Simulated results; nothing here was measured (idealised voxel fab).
process module | voxel wiring stack
cross-section cut | 190 nm wide | cells 5 nm
A cross-section is a grid of square cells, given in bands from the top down. A band is one or more rows of cells.
Each band's line starts with the height of the band's top and of its bottom, in nm. Then come its materials from left to right, each with its width in nm. One material with "throughout" fills the band from edge to edge. "air" is empty space.
Height 0 is the level under which the wafer as received is all one material. The lowest band goes on downwards, as in "0 down".
A width such as "30 to 40" changes by the same amount from each row of cells to the next, from the band's top row to its bottom row.
"no change" after a step means that no cell of the cross-section changed.
closed voids: empty space of 8 cells or more with no open way to the top, each as width x height at its distance from the left edge, in nm
after a step's settings: what the simulator itself notes on the step
overlay nm, on a step with a mask: how far to the right of its planned place the mask lay; to the left if negative
Each pair below shows a cross-section before one step and the cross-section after it, down to the lowest band that changed. The line under each pair gives the step between them, with its settings. The pairs can come from different runs of this module on the same starting wafer, so a pair continues from the pair above only where its "before" says so.
before
  0 down: Si throughout
  closed voids: none
after
  10 to 0: SiO2 throughout
  below 0: unchanged
  closed voids: none
the step between: op CONFORMAL_DEP | material SiO2 | thk nm 10
before: the cross-section after the pair above
after
  15 to 10: SiCN throughout
  below 10: unchanged
  closed voids: none
the step between: op CONFORMAL_DEP | material SiCN | thk nm 5
before: the cross-section after the pair above
after
  35 to 15: lowk throughout
  below 15: unchanged
  closed voids: none
the step between: op DIRECTIONAL_DEP | material lowk | thk nm 20
before: the cross-section after the pair above
after
  35 to 15: lowk 60 | air 25 | lowk 15 | air 25 | lowk 65
  below 15: unchanged
  closed voids: none
the step between: op MASKED_ETCH | tone open | mask id METAL_1 | width nm 25 | pitch nm 40 | etch materials lowk | depth nm 20 | overlay nm 0
before: the cross-section after the pair above
after
  35 to 15: lowk 60 | air 25 | lowk 15 | air 25 | lowk 65
  15 to 10: SiCN 60 | air 25 | SiCN 15 | air 25 | SiCN 65
  below 10: unchanged
  closed voids: none
the step between: op MASKED_ETCH | tone open | mask id METAL_1 | width nm 25 | pitch nm 40 | etch materials SiCN | depth nm 5 | overlay nm 0
before: the cross-section after the pair above
after
  40 to 35: TiN 65 | air 15 | TiN 25 | air 15 | TiN 70
  35 to 15: lowk 60 | TiN 5 | air 15 | TiN 5 | lowk 15 | TiN 5 | air 15 | TiN 5 | lowk 65
  15 to 10: SiCN 60 | TiN 25 | SiCN 15 | TiN 25 | SiCN 65
  below 10: unchanged
  closed voids: none
the step between: op CONFORMAL_DEP | material TiN | thk nm 5
before: the cross-section after the pair above
after
  50 to 40: W throughout
  40 to 35: TiN 65 | W 15 | TiN 25 | W 15 | TiN 70
  35 to 15: lowk 60 | TiN 5 | W 15 | TiN 5 | lowk 15 | TiN 5 | W 15 | TiN 5 | lowk 65
  below 15: unchanged
  closed voids: none
the step between: op FILL_DEP | material W | thk nm 10
before: the cross-section after the pair above
after
  35 to 15: lowk 60 | TiN 5 | W 15 | TiN 5 | lowk 15 | TiN 5 | W 15 | TiN 5 | lowk 65
  below 15: unchanged
  closed voids: none
the step between: op CMP | height nm 35
before: the cross-section after the pair above
after
  40 to 35: SiCN throughout
  below 35: unchanged
  closed voids: none
the step between: op CONFORMAL_DEP | material SiCN | thk nm 5
before: the cross-section after the pair above
after
  50 to 40: lowk throughout
  below 40: unchanged
  closed voids: none
the step between: op DIRECTIONAL_DEP | material lowk | thk nm 10
before: the cross-section after the pair above
after
  70 to 50: resist 60 | air 15 | resist 25 | air 15 | resist 75
  below 50: unchanged
  closed voids: none
the step between: op PATTERN | tone open | mask id PLUG_1 | material resist | width nm 15 | pitch nm 40 | thk nm 20 | overlay nm 0
before: the cross-section after the pair above
after
  70 to 50: resist 60 | air 15 | resist 25 | air 15 | resist 75
  50 to 40: lowk 60 | air 15 | lowk 25 | air 15 | lowk 75
  below 40: unchanged
  closed voids: none
the step between: op DIRECTIONAL_ETCH | etch materials lowk | depth nm 10
before: the cross-section after the pair above
after
  70 to 50: resist 60 | air 15 | resist 25 | air 15 | resist 75
  50 to 40: lowk 60 | air 15 | lowk 25 | air 15 | lowk 75
  40 to 35: SiCN 60 | air 15 | SiCN 25 | air 15 | SiCN 75
  below 35: unchanged
  closed voids: none
the step between: op DIRECTIONAL_ETCH | etch materials SiCN | depth nm 5
before: the cross-section after the pair above
after
  50 to 40: lowk 60 | air 15 | lowk 25 | air 15 | lowk 75
  below 40: unchanged
  closed voids: none
the step between: op STRIP | etch materials resist
before: the cross-section after the pair above
after
  50 to 45: lowk 60 | air 15 | lowk 25 | air 15 | lowk 75
  45 to 40: lowk 60 | Ru 15 | lowk 25 | Ru 15 | lowk 75
  40 to 35: SiCN 60 | Ru 15 | SiCN 25 | Ru 15 | SiCN 75
  below 35: unchanged
  closed voids: none
the step between: op EPI | material Ru | thk nm 10
before: the cross-section after the pair above
after
  50 to 40: lowk 60 | Ru 15 | lowk 25 | Ru 15 | lowk 75
  below 40: unchanged
  closed voids: none
the step between: op EPI | material Ru | thk nm 5
before: the cross-section after the pair above
after
  55 to 50: SiCN throughout
  below 50: unchanged
  closed voids: none
the step between: op CONFORMAL_DEP | material SiCN | thk nm 5
before: the cross-section after the pair above
after
  70 to 55: lowk throughout
  below 55: unchanged
  closed voids: none
the step between: op DIRECTIONAL_DEP | material lowk | thk nm 15
before: the cross-section after the pair above
after
  80 to 70: aC throughout
  below 70: unchanged
  closed voids: none
the step between: op DIRECTIONAL_DEP | material aC | thk nm 10
before: the cross-section after the pair above
after
  105 to 80: resist 60 | air 25 | resist 15 | air 25 | resist 65
  below 80: unchanged
  closed voids: none
the step between: op PATTERN | tone open | mask id METAL_2 | material resist | width nm 25 | pitch nm 40 | thk nm 25 | overlay nm 0
before: the cross-section after the pair above
after
  95 to 80: resist 60 | air 25 | resist 15 | air 25 | resist 65
  80 to 70: aC 60 | air 25 | aC 15 | air 25 | aC 65
  below 70: unchanged
  closed voids: none
the step between: op DIRECTIONAL_ETCH | etch materials aC | depth nm 10
before: the cross-section after the pair above
after
  80 to 70: aC 60 | air 25 | aC 15 | air 25 | aC 65
  below 70: unchanged
  closed voids: none
the step between: op STRIP | etch materials resist
before: the cross-section after the pair above
after
  80 to 70: aC 60 | air 25 | aC 15 | air 25 | aC 65
  70 to 55: lowk 60 | air 25 | lowk 15 | air 25 | lowk 65
  below 55: unchanged
  closed voids: none
the step between: op DIRECTIONAL_ETCH | etch materials lowk | depth nm 15
before: the cross-section after the pair above
after
  80 to 70: aC 60 | air 25 | aC 15 | air 25 | aC 65
  70 to 55: lowk 60 | air 25 | lowk 15 | air 25 | lowk 65
  55 to 50: SiCN 60 | air 25 | SiCN 15 | air 25 | SiCN 65
  below 50: unchanged
  closed voids: none
the step between: op DIRECTIONAL_ETCH | etch materials SiCN | depth nm 5
before: the cross-section after the pair above
after
  70 to 55: lowk 60 | air 25 | lowk 15 | air 25 | lowk 65
  below 55: unchanged
  closed voids: none
the step between: op STRIP | etch materials aC
before: the cross-section after the pair above
after
  75 to 70: TiN 65 | air 15 | TiN 25 | air 15 | TiN 70
  70 to 55: lowk 60 | TiN 5 | air 15 | TiN 5 | lowk 15 | TiN 5 | air 15 | TiN 5 | lowk 65
  55 to 50: SiCN 60 | TiN 25 | SiCN 15 | TiN 25 | SiCN 65
  below 50: unchanged
  closed voids: none
the step between: op CONFORMAL_DEP | material TiN | thk nm 5
before: the cross-section after the pair above
after
  85 to 75: Ru throughout
  75 to 70: TiN 65 | Ru 15 | TiN 25 | Ru 15 | TiN 70
  70 to 55: lowk 60 | TiN 5 | Ru 15 | TiN 5 | lowk 15 | TiN 5 | Ru 15 | TiN 5 | lowk 65
  below 55: unchanged
  closed voids: none
the step between: op FILL_DEP | material Ru | thk nm 10
before: the cross-section after the pair above
after
  70 to 55: lowk 60 | TiN 5 | Ru 15 | TiN 5 | lowk 15 | TiN 5 | Ru 15 | TiN 5 | lowk 65
  below 55: unchanged
  closed voids: none
the step between: op CMP | height nm 70
before: the cross-section after the pair above
after
  75 to 70: air 55 | Ru 35 | air 5 | Ru 35 | air 60
  below 70: unchanged
  closed voids: none
the step between: op EPI | material Ru | thk nm 5
before: the cross-section after the pair above
after
  80 to 75: SiCN throughout
  75 to 70: SiCN 55 | Ru 35 | SiCN 5 | Ru 35 | SiCN 60
  below 70: unchanged
  closed voids: none
the step between: op FILL_DEP | material SiCN | thk nm 5
before: the cross-section after the pair above
after
  110 to 80: lowk throughout
  below 80: unchanged
  closed voids: none
the step between: op DIRECTIONAL_DEP | material lowk | thk nm 30
before: the cross-section after the pair above
after
  110 to 90: lowk 60 | air 25 | lowk 15 | air 25 | lowk 65
  below 90: unchanged
  closed voids: none
the step between: op MASKED_ETCH | tone open | mask id METAL_3 | width nm 25 | pitch nm 40 | etch materials lowk | depth nm 20 | overlay nm 0
before: the cross-section after the pair above
after
  125 to 110: aC 60 | air 25 | aC 15 | air 25 | aC 65
  110 to 105: lowk 60 | air 25 | lowk 15 | air 25 | lowk 65
  105 to 90: lowk 60 | aC 25 | lowk 15 | aC 25 | lowk 65
  below 90: unchanged
  closed voids: none
the step between: op DIRECTIONAL_DEP | material aC | thk nm 15
before: the cross-section after the pair above
after
  160 to 125: resist 60 | air 15 | resist 115
  125 to 110: aC 60 | air 15 | resist 10 | aC 15 | resist 25 | aC 65
  110 to 105: lowk 60 | air 15 | resist 10 | lowk 15 | resist 25 | lowk 65
  below 105: unchanged
  closed voids: none
the step between: op PATTERN | tone open | mask id METAL_3_HOLES | material resist | width nm 15 | thk nm 35 | overlay nm 0
before: the cross-section after the pair above
after
  145 to 125: resist 60 | air 15 | resist 115
  125 to 110: aC 60 | air 15 | resist 10 | aC 15 | resist 25 | aC 65
  110 to 105: lowk 60 | air 15 | resist 10 | lowk 15 | resist 25 | lowk 65
  105 to 90: lowk 60 | air 15 | aC 10 | lowk 15 | aC 25 | lowk 65
  below 90: unchanged
  closed voids: none
the step between: op DIRECTIONAL_ETCH | etch materials aC | depth nm 15
before: the cross-section after the pair above
after
  125 to 110: aC 60 | air 25 | aC 15 | air 25 | aC 65
  110 to 105: lowk 60 | air 25 | lowk 15 | air 25 | lowk 65
  below 105: unchanged
  closed voids: none
the step between: op STRIP | etch materials resist
before: the cross-section after the pair above
after
  125 to 110: aC 60 | air 25 | aC 15 | air 25 | aC 65
  110 to 105: lowk 60 | air 25 | lowk 15 | air 25 | lowk 65
  105 to 90: lowk 60 | air 15 | aC 10 | lowk 15 | aC 25 | lowk 65
  90 to 80: lowk 60 | air 15 | lowk 115
  below 80: unchanged
  closed voids: none
the step between: op DIRECTIONAL_ETCH | etch materials lowk | depth nm 10
before: the cross-section after the pair above
after
  125 to 110: aC 60 | air 25 | aC 15 | air 25 | aC 65
  110 to 105: lowk 60 | air 25 | lowk 15 | air 25 | lowk 65
  105 to 90: lowk 60 | air 15 | aC 10 | lowk 15 | aC 25 | lowk 65
  90 to 80: lowk 60 | air 15 | lowk 115
  80 to 75: SiCN 60 | air 15 | SiCN 115
  below 75: unchanged
  closed voids: none
the step between: op DIRECTIONAL_ETCH | etch materials SiCN | depth nm 5
before: the cross-section after the pair above
after
  110 to 90: lowk 60 | air 25 | lowk 15 | air 25 | lowk 65
  below 90: unchanged
  closed voids: none
the step between: op STRIP | etch materials aC
before: the cross-section after the pair above
after
  115 to 110: TiN 65 | air 15 | TiN 25 | air 15 | TiN 70
  110 to 95: lowk 60 | TiN 5 | air 15 | TiN 5 | lowk 15 | TiN 5 | air 15 | TiN 5 | lowk 65
  95 to 90: lowk 60 | TiN 5 | air 5 | TiN 15 | lowk 15 | TiN 25 | lowk 65
  90 to 80: lowk 60 | TiN 5 | air 5 | TiN 5 | lowk 115
  80 to 75: SiCN 60 | TiN 15 | SiCN 115
  below 75: unchanged
  closed voids: none
the step between: op CONFORMAL_DEP | material TiN | thk nm 5
before: the cross-section after the pair above
after
  120 to 115: Ru throughout
  115 to 110: TiN 65 | Ru 15 | TiN 25 | Ru 15 | TiN 70
  110 to 95: lowk 60 | TiN 5 | Ru 15 | TiN 5 | lowk 15 | TiN 5 | Ru 15 | TiN 5 | lowk 65
  95 to 90: lowk 60 | TiN 5 | Ru 5 | TiN 15 | lowk 15 | TiN 25 | lowk 65
  90 to 80: lowk 60 | TiN 5 | Ru 5 | TiN 5 | lowk 115
  below 80: unchanged
  closed voids: none
the step between: op FILL_DEP | material Ru | thk nm 5
before: the cross-section after the pair above
after
  110 to 95: lowk 60 | TiN 5 | Ru 15 | TiN 5 | lowk 15 | TiN 5 | Ru 15 | TiN 5 | lowk 65
  below 95: unchanged
  closed voids: none
the step between: op CMP | height nm 110
before: the cross-section after the pair above
after
  115 to 110: SiN throughout
  below 110: unchanged
  closed voids: none
the step between: op CONFORMAL_DEP | material SiN | thk nm 5
before
  0 down: Si throughout
  closed voids: none
after
  5 to 0: SiCN throughout
  below 0: unchanged
  closed voids: none
the step between: op CONFORMAL_DEP | material SiCN | thk nm 5
before: the cross-section after the pair above
after
  25 to 5: lowk throughout
  below 5: unchanged
  closed voids: none
the step between: op DIRECTIONAL_DEP | material lowk | thk nm 20
before: the cross-section after the pair above
after
  25 to 5: lowk 60 | air 25 | lowk 15 | air 25 | lowk 65
  below 5: unchanged
  closed voids: none
the step between: op MASKED_ETCH | tone open | mask id METAL_1 | width nm 25 | pitch nm 40 | etch materials lowk | depth nm 20 | overlay nm 0
before: the cross-section after the pair above
after
  25 to 5: lowk 60 | air 25 | lowk 15 | air 25 | lowk 65
  5 to 0: SiCN 60 | air 25 | SiCN 15 | air 25 | SiCN 65
  below 0: unchanged
  closed voids: none
the step between: op MASKED_ETCH | tone open | mask id METAL_1 | width nm 25 | pitch nm 40 | etch materials SiCN | depth nm 5 | overlay nm 0
before: the cross-section after the pair above
after
  30 to 25: TiN 65 | air 15 | TiN 25 | air 15 | TiN 70
  25 to 5: lowk 60 | TiN 5 | air 15 | TiN 5 | lowk 15 | TiN 5 | air 15 | TiN 5 | lowk 65
  5 to 0: SiCN 60 | TiN 25 | SiCN 15 | TiN 25 | SiCN 65
  below 0: unchanged
  closed voids: none
the step between: op CONFORMAL_DEP | material TiN | thk nm 5
before: the cross-section after the pair above
after
  40 to 30: W throughout
  30 to 25: TiN 65 | W 15 | TiN 25 | W 15 | TiN 70
  25 to 5: lowk 60 | TiN 5 | W 15 | TiN 5 | lowk 15 | TiN 5 | W 15 | TiN 5 | lowk 65
  below 5: unchanged
  closed voids: none
the step between: op FILL_DEP | material W | thk nm 10
before: the cross-section after the pair above
after
  35 to 30: W throughout
  below 30: unchanged
  closed voids: none
the step between: op CMP | height nm 35
before: the cross-section after the pair above
after
  40 to 35: SiCN throughout
  below 35: unchanged
  closed voids: none
the step between: op CONFORMAL_DEP | material SiCN | thk nm 5
before: the cross-section after the pair above
after
  50 to 40: lowk throughout
  below 40: unchanged
  closed voids: none
the step between: op DIRECTIONAL_DEP | material lowk | thk nm 10
before: the cross-section after the pair above
after
  70 to 50: resist 60 | air 15 | resist 25 | air 15 | resist 75
  below 50: unchanged
  closed voids: none
the step between: op PATTERN | tone open | mask id PLUG_1 | material resist | width nm 15 | pitch nm 40 | thk nm 20 | overlay nm 0
before: the cross-section after the pair above
after
  70 to 50: resist 60 | air 15 | resist 25 | air 15 | resist 75
  50 to 40: lowk 60 | air 15 | lowk 25 | air 15 | lowk 75
  below 40: unchanged
  closed voids: none
the step between: op DIRECTIONAL_ETCH | etch materials lowk | depth nm 10
before: the cross-section after the pair above
after
  70 to 50: resist 60 | air 15 | resist 25 | air 15 | resist 75
  50 to 40: lowk 60 | air 15 | lowk 25 | air 15 | lowk 75
  40 to 35: SiCN 60 | air 15 | SiCN 25 | air 15 | SiCN 75
  below 35: unchanged
  closed voids: none
the step between: op DIRECTIONAL_ETCH | etch materials SiCN | depth nm 5
before: the cross-section after the pair above
after
  50 to 40: lowk 60 | air 15 | lowk 25 | air 15 | lowk 75
  below 40: unchanged
  closed voids: none
the step between: op STRIP | etch materials resist
before: the cross-section after the pair above
after
  50 to 45: lowk 60 | air 15 | lowk 25 | air 15 | lowk 75
  45 to 40: lowk 60 | Ru 15 | lowk 25 | Ru 15 | lowk 75
  40 to 35: SiCN 60 | Ru 15 | SiCN 25 | Ru 15 | SiCN 75
  below 35: unchanged
  closed voids: none
the step between: op EPI | material Ru | thk nm 10
before: the cross-section after the pair above
after
  50 to 40: lowk 60 | Ru 15 | lowk 25 | Ru 15 | lowk 75
  below 40: unchanged
  closed voids: none
the step between: op EPI | material Ru | thk nm 5
before: the cross-section after the pair above
after
  55 to 50: SiCN throughout
  below 50: unchanged
  closed voids: none
the step between: op CONFORMAL_DEP | material SiCN | thk nm 5
before: the cross-section after the pair above
after
  70 to 55: lowk throughout
  below 55: unchanged
  closed voids: none
the step between: op DIRECTIONAL_DEP | material lowk | thk nm 15
before: the cross-section after the pair above
after
  80 to 70: aC throughout
  below 70: unchanged
  closed voids: none
the step between: op DIRECTIONAL_DEP | material aC | thk nm 10
before: the cross-section after the pair above
after
  105 to 80: resist 60 | air 25 | resist 15 | air 25 | resist 65
  below 80: unchanged
  closed voids: none
the step between: op PATTERN | tone open | mask id METAL_2 | material resist | width nm 25 | pitch nm 40 | thk nm 25 | overlay nm 0
before: the cross-section after the pair above
after
  95 to 80: resist 60 | air 25 | resist 15 | air 25 | resist 65
  80 to 70: aC 60 | air 25 | aC 15 | air 25 | aC 65
  below 70: unchanged
  closed voids: none
the step between: op DIRECTIONAL_ETCH | etch materials aC | depth nm 10
before: the cross-section after the pair above
after
  80 to 70: aC 60 | air 25 | aC 15 | air 25 | aC 65
  below 70: unchanged
  closed voids: none
the step between: op STRIP | etch materials resist
before: the cross-section after the pair above
after
  80 to 70: aC 60 | air 25 | aC 15 | air 25 | aC 65
  70 to 55: lowk 60 | air 25 | lowk 15 | air 25 | lowk 65
  below 55: unchanged
  closed voids: none
the step between: op DIRECTIONAL_ETCH | etch materials lowk | depth nm 15
before: the cross-section after the pair above
after
  80 to 70: aC 60 | air 25 | aC 15 | air 25 | aC 65
  70 to 55: lowk 60 | air 25 | lowk 15 | air 25 | lowk 65
  55 to 50: SiCN 60 | air 25 | SiCN 15 | air 25 | SiCN 65
  below 50: unchanged
  closed voids: none
the step between: op DIRECTIONAL_ETCH | etch materials SiCN | depth nm 5
before: the cross-section after the pair above
after
  70 to 55: lowk 60 | air 25 | lowk 15 | air 25 | lowk 65
  below 55: unchanged
  closed voids: none
the step between: op STRIP | etch materials aC
before: the cross-section after the pair above
after
  75 to 70: TiN 65 | air 15 | TiN 25 | air 15 | TiN 70
  70 to 55: lowk 60 | TiN 5 | air 15 | TiN 5 | lowk 15 | TiN 5 | air 15 | TiN 5 | lowk 65
  55 to 50: SiCN 60 | TiN 25 | SiCN 15 | TiN 25 | SiCN 65
  below 50: unchanged
  closed voids: none
the step between: op CONFORMAL_DEP | material TiN | thk nm 5
before: the cross-section after the pair above
after
  85 to 75: Ru throughout
  75 to 70: TiN 65 | Ru 15 | TiN 25 | Ru 15 | TiN 70
  70 to 55: lowk 60 | TiN 5 | Ru 15 | TiN 5 | lowk 15 | TiN 5 | Ru 15 | TiN 5 | lowk 65
  below 55: unchanged
  closed voids: none
the step between: op FILL_DEP | material Ru | thk nm 10
before: the cross-section after the pair above
after
  70 to 55: lowk 60 | TiN 5 | Ru 15 | TiN 5 | lowk 15 | TiN 5 | Ru 15 | TiN 5 | lowk 65
  below 55: unchanged
  closed voids: none
the step between: op CMP | height nm 70
before: the cross-section after the pair above
after
  75 to 70: air 55 | Ru 35 | air 5 | Ru 35 | air 60
  below 70: unchanged
  closed voids: none
the step between: op EPI | material Ru | thk nm 5
before: the cross-section after the pair above
after
  80 to 75: SiCN throughout
  75 to 70: SiCN 55 | Ru 35 | SiCN 5 | Ru 35 | SiCN 60
  below 70: unchanged
  closed voids: none
the step between: op FILL_DEP | material SiCN | thk nm 5
before: the cross-section after the pair above
after
  110 to 80: lowk throughout
  below 80: unchanged
  closed voids: none
the step between: op DIRECTIONAL_DEP | material lowk | thk nm 30
before: the cross-section after the pair above
after
  110 to 90: lowk 60 | air 25 | lowk 15 | air 25 | lowk 65
  below 90: unchanged
  closed voids: none
the step between: op MASKED_ETCH | tone open | mask id METAL_3 | width nm 25 | pitch nm 40 | etch materials lowk | depth nm 20 | overlay nm 0
before: the cross-section after the pair above
after
  125 to 110: aC 60 | air 25 | aC 15 | air 25 | aC 65
  110 to 105: lowk 60 | air 25 | lowk 15 | air 25 | lowk 65
  105 to 90: lowk 60 | aC 25 | lowk 15 | aC 25 | lowk 65
  below 90: unchanged
  closed voids: none
the step between: op DIRECTIONAL_DEP | material aC | thk nm 15
before: the cross-section after the pair above
after
  160 to 125: resist 60 | air 15 | resist 115
  125 to 110: aC 60 | air 15 | resist 10 | aC 15 | resist 25 | aC 65
  110 to 105: lowk 60 | air 15 | resist 10 | lowk 15 | resist 25 | lowk 65
  below 105: unchanged
  closed voids: none
the step between: op PATTERN | tone open | mask id METAL_3_HOLES | material resist | width nm 15 | thk nm 35 | overlay nm 0
before: the cross-section after the pair above
after
  145 to 125: resist 60 | air 15 | resist 115
  125 to 110: aC 60 | air 15 | resist 10 | aC 15 | resist 25 | aC 65
  110 to 105: lowk 60 | air 15 | resist 10 | lowk 15 | resist 25 | lowk 65
  105 to 90: lowk 60 | air 15 | aC 10 | lowk 15 | aC 25 | lowk 65
  below 90: unchanged
  closed voids: none
the step between: op DIRECTIONAL_ETCH | etch materials aC | depth nm 15
before: the cross-section after the pair above
after
  125 to 110: aC 60 | air 25 | aC 15 | air 25 | aC 65
  110 to 105: lowk 60 | air 25 | lowk 15 | air 25 | lowk 65
  below 105: unchanged
  closed voids: none
the step between: op STRIP | etch materials resist
before: the cross-section after the pair above
after
  125 to 110: aC 60 | air 25 | aC 15 | air 25 | aC 65
  110 to 105: lowk 60 | air 25 | lowk 15 | air 25 | lowk 65
  105 to 90: lowk 60 | air 15 | aC 10 | lowk 15 | aC 25 | lowk 65
  90 to 80: lowk 60 | air 15 | lowk 115
  below 80: unchanged
  closed voids: none
the step between: op DIRECTIONAL_ETCH | etch materials lowk | depth nm 10
before: the cross-section after the pair above
after
  125 to 110: aC 60 | air 25 | aC 15 | air 25 | aC 65
  110 to 105: lowk 60 | air 25 | lowk 15 | air 25 | lowk 65
  105 to 90: lowk 60 | air 15 | aC 10 | lowk 15 | aC 25 | lowk 65
  90 to 80: lowk 60 | air 15 | lowk 115
  80 to 75: SiCN 60 | air 15 | SiCN 115
  below 75: unchanged
  closed voids: none
the step between: op DIRECTIONAL_ETCH | etch materials SiCN | depth nm 5
before: the cross-section after the pair above
after
  110 to 90: lowk 60 | air 25 | lowk 15 | air 25 | lowk 65
  below 90: unchanged
  closed voids: none
the step between: op STRIP | etch materials aC
before: the cross-section after the pair above
after
  115 to 110: TiN 65 | air 15 | TiN 25 | air 15 | TiN 70
  110 to 95: lowk 60 | TiN 5 | air 15 | TiN 5 | lowk 15 | TiN 5 | air 15 | TiN 5 | lowk 65
  95 to 90: lowk 60 | TiN 5 | air 5 | TiN 15 | lowk 15 | TiN 25 | lowk 65
  90 to 80: lowk 60 | TiN 5 | air 5 | TiN 5 | lowk 115
  80 to 75: SiCN 60 | TiN 15 | SiCN 115
  below 75: unchanged
  closed voids: none
the step between: op CONFORMAL_DEP | material TiN | thk nm 5
before: the cross-section after the pair above
after
  120 to 115: Ru throughout
  115 to 110: TiN 65 | Ru 15 | TiN 25 | Ru 15 | TiN 70
  110 to 95: lowk 60 | TiN 5 | Ru 15 | TiN 5 | lowk 15 | TiN 5 | Ru 15 | TiN 5 | lowk 65
  95 to 90: lowk 60 | TiN 5 | Ru 5 | TiN 15 | lowk 15 | TiN 25 | lowk 65
  90 to 80: lowk 60 | TiN 5 | Ru 5 | TiN 5 | lowk 115
  below 80: unchanged
  closed voids: none
the step between: op FILL_DEP | material Ru | thk nm 5
before: the cross-section after the pair above
after
  110 to 95: lowk 60 | TiN 5 | Ru 15 | TiN 5 | lowk 15 | TiN 5 | Ru 15 | TiN 5 | lowk 65
  below 95: unchanged
  closed voids: none
the step between: op CMP | height nm 110
before: the cross-section after the pair above
after
  115 to 110: SiN throughout
  below 110: unchanged
  closed voids: none
the step between: op CONFORMAL_DEP | material SiN | thk nm 5
before
  110 to 80: lowk throughout
  80 to 75: SiCN throughout
  75 to 70: SiCN 55 | Ru 35 | SiCN 5 | Ru 35 | SiCN 60
  70 to 55: lowk 60 | TiN 5 | Ru 15 | TiN 5 | lowk 15 | TiN 5 | Ru 15 | TiN 5 | lowk 65
  55 to 50: SiCN 60 | TiN 25 | SiCN 15 | TiN 25 | SiCN 65
  50 to 40: lowk 60 | Ru 15 | lowk 25 | Ru 15 | lowk 75
  40 to 35: SiCN 60 | Ru 15 | SiCN 25 | Ru 15 | SiCN 75
  35 to 15: lowk 60 | TiN 5 | W 15 | TiN 5 | lowk 15 | TiN 5 | W 15 | TiN 5 | lowk 65
  15 to 10: SiCN 60 | TiN 25 | SiCN 15 | TiN 25 | SiCN 65
  10 to 0: SiO2 throughout
  0 down: Si throughout
  closed voids: none
after
  140 to 80: lowk throughout
  below 80: unchanged
  closed voids: none
the step between: op DIRECTIONAL_DEP | material lowk | thk nm 30
before: the cross-section after the pair above
after
  140 to 120: lowk 60 | air 25 | lowk 15 | air 25 | lowk 65
  below 120: unchanged
  closed voids: none
the step between: op MASKED_ETCH | tone open | mask id METAL_3 | width nm 25 | pitch nm 40 | etch materials lowk | depth nm 20 | overlay nm 0
before: the cross-section after the pair above
after
  155 to 140: aC 60 | air 25 | aC 15 | air 25 | aC 65
  140 to 135: lowk 60 | air 25 | lowk 15 | air 25 | lowk 65
  135 to 120: lowk 60 | aC 25 | lowk 15 | aC 25 | lowk 65
  below 120: unchanged
  closed voids: none
the step between: op DIRECTIONAL_DEP | material aC | thk nm 15
before: the cross-section after the pair above
after
  190 to 155: resist 60 | air 15 | resist 115
  155 to 140: aC 60 | air 15 | resist 10 | aC 15 | resist 25 | aC 65
  140 to 135: lowk 60 | air 15 | resist 10 | lowk 15 | resist 25 | lowk 65
  below 135: unchanged
  closed voids: none
the step between: op PATTERN | tone open | mask id METAL_3_HOLES | material resist | width nm 15 | thk nm 35 | overlay nm 0
before: the cross-section after the pair above
after
  175 to 155: resist 60 | air 15 | resist 115
  155 to 140: aC 60 | air 15 | resist 10 | aC 15 | resist 25 | aC 65
  140 to 135: lowk 60 | air 15 | resist 10 | lowk 15 | resist 25 | lowk 65
  135 to 120: lowk 60 | air 15 | aC 10 | lowk 15 | aC 25 | lowk 65
  below 120: unchanged
  closed voids: none
the step between: op DIRECTIONAL_ETCH | etch materials aC | depth nm 15
before: the cross-section after the pair above
after
  155 to 140: aC 60 | air 25 | aC 15 | air 25 | aC 65
  140 to 135: lowk 60 | air 25 | lowk 15 | air 25 | lowk 65
  below 135: unchanged
  closed voids: none
the step between: op STRIP | etch materials resist
before: the cross-section after the pair above
after
  155 to 140: aC 60 | air 25 | aC 15 | air 25 | aC 65
  140 to 135: lowk 60 | air 25 | lowk 15 | air 25 | lowk 65
  135 to 120: lowk 60 | air 15 | aC 10 | lowk 15 | aC 25 | lowk 65
  120 to 110: lowk 60 | air 15 | lowk 115
  below 110: unchanged
  closed voids: none
the step between: op DIRECTIONAL_ETCH | etch materials lowk | depth nm 10
before: the cross-section after the pair above
after
  140 to 120: lowk 60 | air 25 | lowk 15 | air 25 | lowk 65
  below 120: unchanged
  closed voids: none
the step between: op STRIP | etch materials aC
before: the cross-section after the pair above
after
  145 to 140: TiN 65 | air 15 | TiN 25 | air 15 | TiN 70
  140 to 125: lowk 60 | TiN 5 | air 15 | TiN 5 | lowk 15 | TiN 5 | air 15 | TiN 5 | lowk 65
  125 to 120: lowk 60 | TiN 5 | air 5 | TiN 15 | lowk 15 | TiN 25 | lowk 65
  120 to 115: lowk 60 | TiN 5 | air 5 | TiN 5 | lowk 115
  115 to 110: lowk 60 | TiN 15 | lowk 115
  below 110: unchanged
  closed voids: none
the step between: op CONFORMAL_DEP | material TiN | thk nm 5
before: the cross-section after the pair above
after
  150 to 145: Ru throughout
  145 to 140: TiN 65 | Ru 15 | TiN 25 | Ru 15 | TiN 70
  140 to 125: lowk 60 | TiN 5 | Ru 15 | TiN 5 | lowk 15 | TiN 5 | Ru 15 | TiN 5 | lowk 65
  125 to 120: lowk 60 | TiN 5 | Ru 5 | TiN 15 | lowk 15 | TiN 25 | lowk 65
  120 to 115: lowk 60 | TiN 5 | Ru 5 | TiN 5 | lowk 115
  below 115: unchanged
  closed voids: none
the step between: op FILL_DEP | material Ru | thk nm 5
before: the cross-section after the pair above
after
  110 to 80: lowk throughout
  below 80: unchanged
  closed voids: none
the step between: op CMP | height nm 110
before: the cross-section after the pair above
after
  115 to 110: SiN throughout
  below 110: unchanged
  closed voids: none
the step between: op CONFORMAL_DEP | material SiN | thk nm 5
before
  5 to 0: SiCN throughout
  0 down: Si throughout
  closed voids: none
after
  15 to 5: SiO2 throughout
  below 5: unchanged
  closed voids: none
the step between: op CONFORMAL_DEP | material SiO2 | thk nm 10
before: the cross-section after the pair above
after
  35 to 15: lowk throughout
  below 15: unchanged
  closed voids: none
the step between: op DIRECTIONAL_DEP | material lowk | thk nm 20
before: the cross-section after the pair above
after
  35 to 15: lowk 60 | air 25 | lowk 15 | air 25 | lowk 65
  below 15: unchanged
  closed voids: none
the step between: op MASKED_ETCH | tone open | mask id METAL_1 | width nm 25 | pitch nm 40 | etch materials lowk | depth nm 20 | overlay nm 0
before: the cross-section after the pair above
after
  40 to 35: TiN 65 | air 15 | TiN 25 | air 15 | TiN 70
  35 to 20: lowk 60 | TiN 5 | air 15 | TiN 5 | lowk 15 | TiN 5 | air 15 | TiN 5 | lowk 65
  20 to 15: lowk 60 | TiN 25 | lowk 15 | TiN 25 | lowk 65
  below 15: unchanged
  closed voids: none
the step between: op CONFORMAL_DEP | material TiN | thk nm 5
before: the cross-section after the pair above
after
  50 to 40: W throughout
  40 to 35: TiN 65 | W 15 | TiN 25 | W 15 | TiN 70
  35 to 20: lowk 60 | TiN 5 | W 15 | TiN 5 | lowk 15 | TiN 5 | W 15 | TiN 5 | lowk 65
  below 20: unchanged
  closed voids: none
the step between: op FILL_DEP | material W | thk nm 10
